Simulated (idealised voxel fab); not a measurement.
Presented below is a process module, voxel self aligned contacts.
Shown is cross-section cut, with a width of 170 nm and square cells of size 5 nm.
Cross-section layout: square cells on a grid; listed as bands, top to bottom; a band spans one or more cell rows. Read a band's entry like this: the first values are the height of its top and the height of its bottom in nm, and what follows is the sequence of materials from left to right, each with its width in nm. Note that "empty" is empty space, and that a single material marked "edge to edge" reaches across the band from edge to edge. Ref level 0: as-received wafer is one material below here. Bottom band extends down with no lower bound ("0..down"). You'd read "30->40" like this: the band's top row of cells is as wide as the first number, its bottom row is as wide as the second, and going down, every row changes width by the same amount as the row before did. "nothing different" means the step left every cell of the cross-section as it was. "Closed void catalog" enumerates empty spaces isolated from the top, with no open way to it, that contain at least 8 cells, giving each as width x height at distance from the left edge, all three in nm. Anything after a step's settings on that line? It's the simulator's own note about the step. overlay nm: right-of-plan distance of the mask on a masked step; negative values mean left-of-plan.

# The planned process steps are enumerated hereunder
1. RECEIVE: material Si
2. OXIDIZE: depth nm 5
3. DIRECTIONAL_DEP: material polySi, thk nm 20
4. DIRECTIONAL_DEP: material SiN, thk nm 15
5. DIRECTIONAL_DEP: material aC, thk nm 10
6. PATTERN: tone cover, mask id GATE, material resist, width nm 35, pitch nm 65, thk nm 25, overlay nm 0
7. DIRECTIONAL_ETCH: etch materials aC, depth nm 10
8. STRIP: etch materials resist
9. DIRECTIONAL_ETCH: etch materials SiN, depth nm 15
10. DIRECTIONAL_ETCH: etch materials polySi, depth nm 20
11. STRIP: etch materials aC
12. CONFORMAL_DEP: material SiN, thk nm 5
13. DIRECTIONAL_ETCH: etch materials SiN, depth nm 5
14. FILL_DEP: material SiO2, thk nm 15
15. CMP: height nm 40
16. DIRECTIONAL_DEP: material aC, thk nm 15
17. PATTERN: tone open, mask id CONTACT, material resist, width nm 50, thk nm 30, overlay nm 0
18. DIRECTIONAL_ETCH: etch materials aC, depth nm 15
19. STRIP: etch materials resist
20. DIRECTIONAL_ETCH: etch materials SiO2, depth nm 45
21. STRIP: etch materials aC
22. CONFORMAL_DEP: material TiN, thk nm 5
23. FILL_DEP: material W, thk nm 10
24. CMP: height nm 40
25. CONFORMAL_DEP: material SiCN, thk nm 5

# Step 1 complete: cross-section of the wafer as received
- 0..down: Si edge to edge
- Closed void catalog: none

# As-planned run: cross-section of the first of two wafers at end of module
- 45..40: SiCN edge to edge
- 40..35: SiO2 (60)  TiN (20)  W (10)  TiN (20)  SiO2 (60)
- 35..20: SiO2 (30)  SiN (45)  TiN (5)  W (10)  TiN (5)  SiN (45)  SiO2 (30)
- 20..0: SiO2 (30)  SiN (5)  polySi (35)  SiN (5)  TiN (5)  W (10)  TiN (5)  SiN (5)  polySi (35)  SiN (5)  SiO2 (30)
- 0..-5: SiO2 (75)  TiN (20)  SiO2 (75)
- -5..down: Si edge to edge
- Closed void catalog: none

# Cross-section of the latter of the two wafers at module completion. It had an identical start and an identical plan to the former; in running it, one mistake was made
- 45..40: SiCN edge to edge
- 40..35: polySi edge to edge
- 35..20: polySi (30)  SiN (45)  polySi (20)  SiN (45)  polySi (30)
- 20..0: polySi (30)  SiN (5)  polySi (35)  SiN (5)  polySi (20)  SiN (5)  polySi (35)  SiN (5)  polySi (30)
- 0..-5: SiO2 edge to edge
- -5..down: Si edge to edge
- Closed void catalog: none
The plan and the run diverged here: step 14 was run on a setting that differed from the plan, and what really ran there is FILL_DEP: material polySi, thk nm 15
Final wafer comparison in cells, second versus first, more or fewer per material: 104 fewer of SiO2 | 26 fewer of TiN | 16 fewer of W | 146 more of polySi
